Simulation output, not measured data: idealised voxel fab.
process module | voxel capacitor over wiring
cross-section cut | 150 nm wide | cells 5 nm
Notation: cross-section as square-cell grid; stated in bands, top first, going down; one or more cell rows per band.
Band entry format. Leading values: height of top, height of bottom, nm. Remainder: materials in left-to-right order, each with its width in nm. Special words: "all across" on a single material, which then fills the band edge to edge; "empty", empty space.
Heights are measured from 0, the level below which the as-received wafer is all one material; the lowest band has no bottom and continues downward, written as in "0 -> down".
Top row gets the first number, bottom row gets the second, and each row in between changes by the same step: that is how a band width like "30->40" works.
"remains unaltered" means the step left every cell of the cross-section as it was.
Closed-off voids of 8+ cells (no open route to the top) go in "Cavities, sealed", written width x height at distance from the left edge, in nm.
Whatever follows a step's settings on its line is a remark the simulator itself makes about that step.
A step line may carry the setting "overlay nm", which, for steps involving a mask, states the distance by which the mask lay to the right of its intended position; negative values denote displacement to the left.

[Set out below are the planned steps of the process]
step 1: op RECEIVE | material Si
step 2: op CONFORMAL_DEP | material SiO2 | thk nm 10
step 3: op DIRECTIONAL_DEP | material TiN | thk nm 5
step 4: op DIRECTIONAL_DEP | material W | thk nm 15
step 5: op MASKED_ETCH | tone cover | mask id METAL_1 | width nm 30 | pitch nm 90 | etch materials W | depth nm 15 | overlay nm 0
step 6: op MASKED_ETCH | tone cover | mask id METAL_1 | width nm 30 | pitch nm 90 | etch materials TiN | depth nm 5 | overlay nm 0
step 7: op CONFORMAL_DEP | material SiN | thk nm 5
step 8: op FILL_DEP | material SiO2 | thk nm 5
step 9: op CMP | height nm 30
step 10: op CONFORMAL_DEP | material SiCN | thk nm 5
step 11: op DIRECTIONAL_DEP | material SiO2 | thk nm 10
step 12: op MASKED_ETCH | tone open | mask id PLUG_1 | width nm 15 | etch materials SiO2 | depth nm 10 | overlay nm 0
step 13: op MASKED_ETCH | tone open | mask id PLUG_1 | width nm 15 | etch materials SiCN | depth nm 5 | overlay nm 0
step 14: op EPI | material Ru | thk nm 10
step 15: op EPI | material Ru | thk nm 5
step 16: op DIRECTIONAL_DEP | material TiN | thk nm 5
step 17: op DIRECTIONAL_DEP | material Al2O3 | thk nm 5
step 18: op DIRECTIONAL_DEP | material TiN | thk nm 10
step 19: op DIRECTIONAL_DEP | material aC | thk nm 10
step 20: op PATTERN | tone cover | mask id UPPER_PLATE | material resist | width nm 65 | thk nm 30 | overlay nm 0
step 21: op DIRECTIONAL_ETCH | etch materials aC | depth nm 10
step 22: op STRIP | etch materials resist
step 23: op DIRECTIONAL_ETCH | etch materials TiN | depth nm 10
step 24: op DIRECTIONAL_ETCH | etch materials Al2O3 | depth nm 5
step 25: op STRIP | etch materials aC
step 26: op DIRECTIONAL_DEP | material aC | thk nm 10
step 27: op PATTERN | tone cover | mask id LOWER_PLATE | material resist | width nm 75 | thk nm 30 | overlay nm 0
step 28: op DIRECTIONAL_ETCH | etch materials aC | depth nm 10
step 29: op STRIP | etch materials resist
step 30: op DIRECTIONAL_ETCH | etch materials TiN | depth nm 5
step 31: op STRIP | etch materials aC
step 32: op FILL_DEP | material SiO2 | thk nm 20
step 33: op CMP | height nm 80
step 34: op MASKED_ETCH | tone open | mask id PLUG_2 | width nm 15 | etch materials SiO2 | depth nm 15 | overlay nm 0
step 35: op CONFORMAL_DEP | material TiN | thk nm 5
step 36: op FILL_DEP | material W | thk nm 5
step 37: op CMP | height nm 80
step 38: op CONFORMAL_DEP | material SiN | thk nm 5

[First of two wafers, with the run carried out as planned]

[Cross-sectional view of the wafer in its as-received condition, corresponding to the state after step 1]
> 0 -> down | Si all across
> Cavities, sealed: none

[Step 2 done - wafer cross-section]
> 10 -> 0 | SiO2 all across
> Everything below 0 is unchanged.

[Step 3 done - wafer cross-section]
> 15 -> 10 | TiN all across
> Everything below 10 is unchanged.

[Step 4 done - wafer cross-section]
> 30 -> 15 | W all across
> Everything below 15 is unchanged.

[Step 5 done - wafer cross-section]
> 30 -> 15 | empty: 15 | W: 30 | empty: 60 | W: 30 | empty: 15
> Everything below 15 is unchanged.

[Step 6 done - wafer cross-section]
> 30 -> 15 | empty: 15 | W: 30 | empty: 60 | W: 30 | empty: 15
> 15 -> 10 | empty: 15 | TiN: 30 | empty: 60 | TiN: 30 | empty: 15
> Everything below 10 is unchanged.

[Step 7 done - wafer cross-section]
> 35 -> 30 | empty: 10 | SiN: 40 | empty: 50 | SiN: 40 | empty: 10
> 30 -> 15 | empty: 10 | SiN: 5 | W: 30 | SiN: 5 | empty: 50 | SiN: 5 | W: 30 | SiN: 5 | empty: 10
> 15 -> 10 | SiN: 15 | TiN: 30 | SiN: 60 | TiN: 30 | SiN: 15
> Everything below 10 is unchanged.

[Step 8 done - wafer cross-section]
> 40 -> 35 | SiO2 all across
> 35 -> 30 | SiO2: 10 | SiN: 40 | SiO2: 50 | SiN: 40 | SiO2: 10
> 30 -> 15 | SiO2: 10 | SiN: 5 | W: 30 | SiN: 5 | SiO2: 50 | SiN: 5 | W: 30 | SiN: 5 | SiO2: 10
> Everything below 15 is unchanged.

[Step 9 done - wafer cross-section]
> 30 -> 15 | SiO2: 10 | SiN: 5 | W: 30 | SiN: 5 | SiO2: 50 | SiN: 5 | W: 30 | SiN: 5 | SiO2: 10
> Everything below 15 is unchanged.

[Step 10 done - wafer cross-section]
> 35 -> 30 | SiCN all across
> Everything below 30 is unchanged.

[Step 11 done - wafer cross-section]
> 45 -> 35 | SiO2 all across
> Everything below 35 is unchanged.

[Step 12 done - wafer cross-section]
> 45 -> 35 | SiO2: 30 | empty: 15 | SiO2: 105
> Everything below 35 is unchanged.

[Step 13 done - wafer cross-section]
> 45 -> 35 | SiO2: 30 | empty: 15 | SiO2: 105
> 35 -> 30 | SiCN: 30 | empty: 15 | SiCN: 105
> Everything below 30 is unchanged.

[Step 14 done - wafer cross-section]
> 45 -> 40 | SiO2: 30 | empty: 15 | SiO2: 105
> 40 -> 35 | SiO2: 30 | Ru: 15 | SiO2: 105
> 35 -> 30 | SiCN: 30 | Ru: 15 | SiCN: 105
> Everything below 30 is unchanged.

[Step 15 done - wafer cross-section]
> 45 -> 35 | SiO2: 30 | Ru: 15 | SiO2: 105
> Everything below 35 is unchanged.

[Step 16 done - wafer cross-section]
> 50 -> 45 | TiN all across
> Everything below 45 is unchanged.

[Step 17 done - wafer cross-section]
> 55 -> 50 | Al2O3 all across
> Everything below 50 is unchanged.

[Step 18 done - wafer cross-section]
> 65 -> 55 | TiN all across
> Everything below 55 is unchanged.

[Step 19 done - wafer cross-section]
> 75 -> 65 | aC all across
> Everything below 65 is unchanged.

[Step 20 done - wafer cross-section]
> 105 -> 75 | empty: 30 | resist: 65 | empty: 55
> Everything below 75 is unchanged.

[Step 21 done - wafer cross-section]
> 95 -> 75 | empty: 30 | resist: 65 | empty: 55
> 75 -> 65 | empty: 30 | aC: 65 | empty: 55
> Everything below 65 is unchanged.

[Step 22 done - wafer cross-section]
> 75 -> 65 | empty: 30 | aC: 65 | empty: 55
> Everything below 65 is unchanged.

[Step 23 done - wafer cross-section]
> 75 -> 65 | empty: 30 | aC: 65 | empty: 55
> 65 -> 55 | empty: 30 | TiN: 65 | empty: 55
> Everything below 55 is unchanged.

[Step 24 done - wafer cross-section]
> 75 -> 65 | empty: 30 | aC: 65 | empty: 55
> 65 -> 55 | empty: 30 | TiN: 65 | empty: 55
> 55 -> 50 | empty: 30 | Al2O3: 65 | empty: 55
> Everything below 50 is unchanged.

[Step 25 done - wafer cross-section]
> 65 -> 55 | empty: 30 | TiN: 65 | empty: 55
> Everything below 55 is unchanged.

[Step 26 done - wafer cross-section]
> 75 -> 65 | empty: 30 | aC: 65 | empty: 55
> 65 -> 60 | empty: 30 | TiN: 65 | empty: 55
> 60 -> 55 | aC: 30 | TiN: 65 | aC: 55
> 55 -> 50 | aC: 30 | Al2O3: 65 | aC: 55
> Everything below 50 is unchanged.

[Step 27 done - wafer cross-section]
> 105 -> 75 | empty: 25 | resist: 75 | empty: 50
> 75 -> 65 | empty: 25 | resist: 5 | aC: 65 | resist: 5 | empty: 50
> 65 -> 60 | empty: 25 | resist: 5 | TiN: 65 | resist: 5 | empty: 50
> Everything below 60 is unchanged.

[Step 28 done - wafer cross-section]
> 95 -> 75 | empty: 25 | resist: 75 | empty: 50
> 75 -> 65 | empty: 25 | resist: 5 | aC: 65 | resist: 5 | empty: 50
> 65 -> 60 | empty: 25 | resist: 5 | TiN: 65 | resist: 5 | empty: 50
> 60 -> 55 | empty: 25 | aC: 5 | TiN: 65 | aC: 5 | empty: 50
> 55 -> 50 | empty: 25 | aC: 5 | Al2O3: 65 | aC: 5 | empty: 50
> Everything below 50 is unchanged.

[Step 29 done - wafer cross-section]
> 75 -> 65 | empty: 30 | aC: 65 | empty: 55
> 65 -> 60 | empty: 30 | TiN: 65 | empty: 55
> Everything below 60 is unchanged.

[Step 30 done - wafer cross-section]
> 75 -> 65 | empty: 30 | aC: 65 | empty: 55
> 65 -> 60 | empty: 30 | TiN: 65 | empty: 55
> 60 -> 55 | empty: 25 | aC: 5 | TiN: 65 | aC: 5 | empty: 50
> 55 -> 50 | empty: 25 | aC: 5 | Al2O3: 65 | aC: 5 | empty: 50
> 50 -> 45 | empty: 25 | TiN: 75 | empty: 50
> Everything below 45 is unchanged.

[Step 31 done - wafer cross-section]
> 65 -> 55 | empty: 30 | TiN: 65 | empty: 55
> 55 -> 50 | empty: 30 | Al2O3: 65 | empty: 55
> Everything below 50 is unchanged.

[Step 32 done - wafer cross-section]
> 85 -> 65 | SiO2 all across
> 65 -> 55 | SiO2: 30 | TiN: 65 | SiO2: 55
> 55 -> 50 | SiO2: 30 | Al2O3: 65 | SiO2: 55
> 50 -> 45 | SiO2: 25 | TiN: 75 | SiO2: 50
> Everything below 45 is unchanged.

[Step 33 done - wafer cross-section]
> 80 -> 65 | SiO2 all across
> Everything below 65 is unchanged.

[Step 34 done - wafer cross-section]
> 80 -> 65 | SiO2: 40 | empty: 15 | SiO2: 95
> Everything below 65 is unchanged.

[Step 35 done - wafer cross-section]
> 85 -> 80 | TiN: 45 | empty: 5 | TiN: 100
> 80 -> 70 | SiO2: 40 | TiN: 5 | empty: 5 | TiN: 5 | SiO2: 95
> 70 -> 65 | SiO2: 40 | TiN: 15 | SiO2: 95
> Everything below 65 is unchanged.

[Step 36 done - wafer cross-section]
> 90 -> 85 | W all across
> 85 -> 80 | TiN: 45 | W: 5 | TiN: 100
> 80 -> 70 | SiO2: 40 | TiN: 5 | W: 5 | TiN: 5 | SiO2: 95
> Everything below 70 is unchanged.

[Step 37 done - wafer cross-section]
> 80 -> 70 | SiO2: 40 | TiN: 5 | W: 5 | TiN: 5 | SiO2: 95
> Everything below 70 is unchanged.

[Step 38 done - wafer cross-section]
> 85 -> 80 | SiN all across
> Everything below 80 is unchanged.

[The second wafer was prepared from the same starting point and under the same plan as the first; its processing contained one mistake, and it remains indistinguishable from the first wafer up to and including step 7]

[Second wafer profile in section, at the moment step 8 of the plan was meant to be complete]
> 40 -> 35 | Al2O3 all across
> 35 -> 30 | Al2O3: 10 | SiN: 40 | Al2O3: 50 | SiN: 40 | Al2O3: 10
> 30 -> 15 | Al2O3: 10 | SiN: 5 | W: 30 | SiN: 5 | Al2O3: 50 | SiN: 5 | W: 30 | SiN: 5 | Al2O3: 10
> Everything below 15 is unchanged.

[Second wafer profile in section, at the moment step 9 of the plan was meant to be complete]
> 30 -> 15 | Al2O3: 10 | SiN: 5 | W: 30 | SiN: 5 | Al2O3: 50 | SiN: 5 | W: 30 | SiN: 5 | Al2O3: 10
> Everything below 15 is unchanged.

[Second wafer profile in section, at the moment step 10 of the plan was meant to be complete]
> 35 -> 30 | SiCN all across
> Everything below 30 is unchanged.

[Second wafer profile in section, at the moment step 11 of the plan was meant to be complete]
> 45 -> 35 | SiO2 all across
> Everything below 35 is unchanged.

[Second wafer profile in section, at the moment step 12 of the plan was meant to be complete]
> 45 -> 35 | SiO2: 30 | empty: 15 | SiO2: 105
> Everything below 35 is unchanged.

[Second wafer profile in section, at the moment step 13 of the plan was meant to be complete]
> 45 -> 35 | SiO2: 30 | empty: 15 | SiO2: 105
> 35 -> 30 | SiCN: 30 | empty: 15 | SiCN: 105
> Everything below 30 is unchanged.

[Second wafer profile in section, at the moment step 14 of the plan was meant to be complete]
> 45 -> 40 | SiO2: 30 | empty: 15 | SiO2: 105
> 40 -> 35 | SiO2: 30 | Ru: 15 | SiO2: 105
> 35 -> 30 | SiCN: 30 | Ru: 15 | SiCN: 105
> Everything below 30 is unchanged.

[Second wafer profile in section, at the moment step 15 of the plan was meant to be complete]
> 45 -> 35 | SiO2: 30 | Ru: 15 | SiO2: 105
> Everything below 35 is unchanged.

[Second wafer profile in section, at the moment step 16 of the plan was meant to be complete]
> 50 -> 45 | TiN all across
> Everything below 45 is unchanged.

[Second wafer profile in section, at the moment step 17 of the plan was meant to be complete]
> 55 -> 50 | Al2O3 all across
> Everything below 50 is unchanged.

[Second wafer profile in section, at the moment step 18 of the plan was meant to be complete]
> 65 -> 55 | TiN all across
> Everything below 55 is unchanged.

[Second wafer profile in section, at the moment step 19 of the plan was meant to be complete]
> 75 -> 65 | aC all across
> Everything below 65 is unchanged.

[Second wafer profile in section, at the moment step 20 of the plan was meant to be complete]
> 105 -> 75 | empty: 30 | resist: 65 | empty: 55
> Everything below 75 is unchanged.

[Second wafer profile in section, at the moment step 21 of the plan was meant to be complete]
> 95 -> 75 | empty: 30 | resist: 65 | empty: 55
> 75 -> 65 | empty: 30 | aC: 65 | empty: 55
> Everything below 65 is unchanged.

[Second wafer profile in section, at the moment step 22 of the plan was meant to be complete]
> 75 -> 65 | empty: 30 | aC: 65 | empty: 55
> Everything below 65 is unchanged.

[Second wafer profile in section, at the moment step 23 of the plan was meant to be complete]
> 75 -> 65 | empty: 30 | aC: 65 | empty: 55
> 65 -> 55 | empty: 30 | TiN: 65 | empty: 55
> Everything below 55 is unchanged.

[Second wafer profile in section, at the moment step 24 of the plan was meant to be complete]
> 75 -> 65 | empty: 30 | aC: 65 | empty: 55
> 65 -> 55 | empty: 30 | TiN: 65 | empty: 55
> 55 -> 50 | empty: 30 | Al2O3: 65 | empty: 55
> Everything below 50 is unchanged.

[Second wafer profile in section, at the moment step 25 of the plan was meant to be complete]
> 65 -> 55 | empty: 30 | TiN: 65 | empty: 55
> Everything below 55 is unchanged.

[Second wafer profile in section, at the moment step 26 of the plan was meant to be complete]
> 75 -> 65 | empty: 30 | aC: 65 | empty: 55
> 65 -> 60 | empty: 30 | TiN: 65 | empty: 55
> 60 -> 55 | aC: 30 | TiN: 65 | aC: 55
> 55 -> 50 | aC: 30 | Al2O3: 65 | aC: 55
> Everything below 50 is unchanged.

[Second wafer profile in section, at the moment step 27 of the plan was meant to be complete]
> 105 -> 75 | empty: 25 | resist: 75 | empty: 50
> 75 -> 65 | empty: 25 | resist: 5 | aC: 65 | resist: 5 | empty: 50
> 65 -> 60 | empty: 25 | resist: 5 | TiN: 65 | resist: 5 | empty: 50
> Everything below 60 is unchanged.

[Second wafer profile in section, at the moment step 28 of the plan was meant to be complete]
> 95 -> 75 | empty: 25 | resist: 75 | empty: 50
> 75 -> 65 | empty: 25 | resist: 5 | aC: 65 | resist: 5 | empty: 50
> 65 -> 60 | empty: 25 | resist: 5 | TiN: 65 | resist: 5 | empty: 50
> 60 -> 55 | empty: 25 | aC: 5 | TiN: 65 | aC: 5 | empty: 50
> 55 -> 50 | empty: 25 | aC: 5 | Al2O3: 65 | aC: 5 | empty: 50
> Everything below 50 is unchanged.

[Second wafer profile in section, at the moment step 29 of the plan was meant to be complete]
> 75 -> 65 | empty: 30 | aC: 65 | empty: 55
> 65 -> 60 | empty: 30 | TiN: 65 | empty: 55
> Everything below 60 is unchanged.

[Second wafer profile in section, at the moment step 30 of the plan was meant to be complete]
> 75 -> 65 | empty: 30 | aC: 65 | empty: 55
> 65 -> 60 | empty: 30 | TiN: 65 | empty: 55
> 60 -> 55 | empty: 25 | aC: 5 | TiN: 65 | aC: 5 | empty: 50
> 55 -> 50 | empty: 25 | aC: 5 | Al2O3: 65 | aC: 5 | empty: 50
> 50 -> 45 | empty: 25 | TiN: 75 | empty: 50
> Everything below 45 is unchanged.

[Second wafer profile in section, at the moment step 31 of the plan was meant to be complete]
> 65 -> 55 | empty: 30 | TiN: 65 | empty: 55
> 55 -> 50 | empty: 30 | Al2O3: 65 | empty: 55
> Everything below 50 is unchanged.

[Second wafer profile in section, at the moment step 32 of the plan was meant to be complete]
> 85 -> 65 | SiO2 all across
> 65 -> 55 | SiO2: 30 | TiN: 65 | SiO2: 55
> 55 -> 50 | SiO2: 30 | Al2O3: 65 | SiO2: 55
> 50 -> 45 | SiO2: 25 | TiN: 75 | SiO2: 50
> Everything below 45 is unchanged.

[Second wafer profile in section, at the moment step 33 of the plan was meant to be complete]
> 80 -> 65 | SiO2 all across
> Everything below 65 is unchanged.

[Second wafer profile in section, at the moment step 34 of the plan was meant to be complete]
> 80 -> 65 | SiO2: 40 | empty: 15 | SiO2: 95
> Everything below 65 is unchanged.

[Second wafer profile in section, at the moment step 35 of the plan was meant to be complete]
> 85 -> 80 | TiN: 45 | empty: 5 | TiN: 100
> 80 -> 70 | SiO2: 40 | TiN: 5 | empty: 5 | TiN: 5 | SiO2: 95
> 70 -> 65 | SiO2: 40 | TiN: 15 | SiO2: 95
> Everything below 65 is unchanged.

[Second wafer profile in section, at the moment step 36 of the plan was meant to be complete]
> 90 -> 85 | W all across
> 85 -> 80 | TiN: 45 | W: 5 | TiN: 100
> 80 -> 70 | SiO2: 40 | TiN: 5 | W: 5 | TiN: 5 | SiO2: 95
> Everything below 70 is unchanged.

[Second wafer profile in section, at the moment step 37 of the plan was meant to be complete]
> 80 -> 70 | SiO2: 40 | TiN: 5 | W: 5 | TiN: 5 | SiO2: 95
> Everything below 70 is unchanged.

[Second wafer profile in section, at the moment step 38 of the plan was meant to be complete]
> 85 -> 80 | SiN all across
> Everything below 80 is unchanged.
Want to know what went wrong? for step 8, the planned setting was not used; the step was instead run as op FILL_DEP | material Al2O3 | thk nm 5
Per the end-of-run cell counts, the second wafer holds more or fewer of some materials than the first: Al2O3 +42; SiO2 -42
